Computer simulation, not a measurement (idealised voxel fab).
Presented below is a process module, voxel capacitor over wiring.
FYI the section here is cut, 300 nm wide, cells are 5 nm squares.
A cross-section is written here as square cells arranged in a grid, and it is given in bands from the top down, each band taking up one or more rows of cells.
Band entry format. Leading values: height of top, height of bottom, nm. Remainder: materials in left-to-right order, each with its width in nm. Special words: "edge to edge" on a single material, which then fills the band edge to edge; "empty", empty space.
Convention: height 0 is the level below which the wafer, as received, is all one material. The lowest band does not terminate at the bottom but continues downward, represented as "z 0 and below".
The notation "30->40" denotes a width that varies across the rows of cells in the band, beginning at the first number in the top row, finishing at the second number in the bottom row, and changing by an identical amount from each row to the next.
"left unchanged" (step): cross-section cells unchanged, all of them.
Closed empty spaces (no open way to the top) of 8 cells or more are what "Non-vented voids" lists, each as width x height at distance from the left edge, nm for all three.
That trailing text on a step's line, after the settings, is the simulator's own remark on the step.
overlay nm: on a step with a mask, how far right of its planned place the mask lay; negative means left.
PROCESS STEPS - PLAN
| 1 | op RECEIVE | material Si |
| 2 | op CONFORMAL_DEP | material SiO2 | thk nm 10 |
| 3 | op CONFORMAL_DEP | material SiN | thk nm 5 |
| 4 | op DIRECTIONAL_DEP | material SiO2 | thk nm 15 |
| 5 | op PATTERN | tone open | mask id METAL_1 | material resist | width nm 25 | pitch nm 90 | thk nm 20 | overlay nm 0 |
| 6 | op DIRECTIONAL_ETCH | etch materials SiO2 | depth nm 15 |
| 7 | op DIRECTIONAL_ETCH | etch materials SiN | depth nm 5 |
| 8 | op STRIP | etch materials resist |
| 9 | op CONFORMAL_DEP | material TiN | thk nm 5 |
| 10 | op FILL_DEP | material Cu | thk nm 5 |
| 11 | op CMP | height nm 30 |
| 12 | op CONFORMAL_DEP | material SiCN | thk nm 5 |
| 13 | op DIRECTIONAL_DEP | material lowk | thk nm 10 |
| 14 | op MASKED_ETCH | tone open | mask id PLUG_1 | width nm 15 | etch materials lowk | depth nm 10 | overlay nm 0 |
| 15 | op MASKED_ETCH | tone open | mask id PLUG_1 | width nm 15 | etch materials SiCN | depth nm 5 | overlay nm 0 |
| 16 | op EPI | material Ru | thk nm 10 |
| 17 | op EPI | material Ru | thk nm 5 |
| 18 | op DIRECTIONAL_DEP | material TiN | thk nm 5 |
| 19 | op DIRECTIONAL_DEP | material HfO2 | thk nm 5 |
| 20 | op DIRECTIONAL_DEP | material TiN | thk nm 5 |
| 21 | op PATTERN | tone cover | mask id UPPER_PLATE | material resist | width nm 70 | thk nm 15 | overlay nm 0 |
| 22 | op DIRECTIONAL_ETCH | etch materials TiN | depth nm 5 |
| 23 | op DIRECTIONAL_ETCH | etch materials HfO2 | depth nm 5 |
| 24 | op STRIP | etch materials resist |
| 25 | op MASKED_ETCH | tone cover | mask id LOWER_PLATE | width nm 80 | etch materials TiN | depth nm 5 | overlay nm 0 |
| 26 | op FILL_DEP | material SiO2 | thk nm 20 |
| 27 | op CMP | height nm 75 |
| 28 | op MASKED_ETCH | tone open | mask id PLUG_2 | width nm 15 | etch materials SiO2 | depth nm 15 | overlay nm 0 |
| 29 | op CONFORMAL_DEP | material TiN | thk nm 5 |
| 30 | op FILL_DEP | material Cu | thk nm 5 |
| 31 | op CMP | height nm 75 |
| 32 | op CONFORMAL_DEP | material SiN | thk nm 5 |
THE CROSS-SECTION HERE SHOWS THE WAFER AS RECEIVED, I.E. IN ITS STATE AFTER STEP 1
* z 0 and below = Si edge to edge
* Non-vented voids: none
CROSS-SECTIONAL VIEW OF THE FIRST OF THE TWO WAFERS UPON COMPLETION OF THE MODULE, PROCESSED IN ACCORDANCE WITH THE PLAN
* z 80 to 75 = SiN edge to edge
* z 75 to 65 = SiO2 110 nm, then TiN 5 nm, then Cu 5 nm, then TiN 5 nm, then SiO2 175 nm
* z 65 to 55 = SiO2 110->100 nm, then TiN 15->70 nm, then SiO2 175->130 nm
* z 55 to 50 = SiO2 100 nm, then HfO2 70 nm, then SiO2 130 nm
* z 50 to 45 = SiO2 95 nm, then TiN 80 nm, then SiO2 125 nm
* z 45 to 35 = lowk 100 nm, then Ru 15 nm, then lowk 185 nm
* z 35 to 30 = SiCN 100 nm, then Ru 15 nm, then SiCN 185 nm
* z 30 to 15 = SiO2 90 nm, then TiN 5 nm, then Cu 15 nm, then TiN 5 nm, then SiO2 65 nm, then TiN 5 nm, then Cu 15 nm, then TiN 5 nm, then SiO2 95 nm
* z 15 to 10 = SiN 90 nm, then TiN 25 nm, then SiN 65 nm, then TiN 25 nm, then SiN 95 nm
* z 10 to 0 = SiO2 edge to edge
* z 0 and below = Si edge to edge
* Non-vented voids: none
SECOND WAFER AT THE END: LIKE START, LIKE PLAN, ONE MISTAKE
* z 80 to 75 = SiN edge to edge
* z 75 to 65 = SiO2 110 nm, then TiN 5 nm, then Cu 5 nm, then TiN 5 nm, then SiO2 175 nm
* z 65 to 55 = SiO2 110->100 nm, then TiN 15->25 nm, then SiO2 175 nm
* z 55 to 50 = SiO2 100 nm, then HfO2 25 nm, then SiO2 175 nm
* z 50 to 45 = SiO2 95 nm, then TiN 75 nm, then SiO2 130 nm
* z 45 to 40 = SiO2 90 nm, then Ru 35 nm, then HfO2 45 nm, then SiO2 130 nm
* z 40 to 35 = SiO2 90 nm, then Ru 35 nm, then TiN 50 nm, then SiO2 125 nm
* z 35 to 30 = SiCN 100 nm, then Ru 15 nm, then SiCN 185 nm
* z 30 to 15 = SiO2 90 nm, then TiN 5 nm, then Cu 15 nm, then TiN 5 nm, then SiO2 65 nm, then TiN 5 nm, then Cu 15 nm, then TiN 5 nm, then SiO2 95 nm
* z 15 to 10 = SiN 90 nm, then TiN 25 nm, then SiN 65 nm, then TiN 25 nm, then SiN 95 nm
* z 10 to 0 = SiO2 edge to edge
* z 0 and below = Si edge to edge
* Non-vented voids: none
Processing error: execution of step 13 of the plan did not take place, the step having been omitted
Upon completion, the second wafer contains, in terms of cells, a greater or smaller amount of certain materials than the first wafer: 8 more of Ru, 106 more of SiO2, 114 fewer of lowk
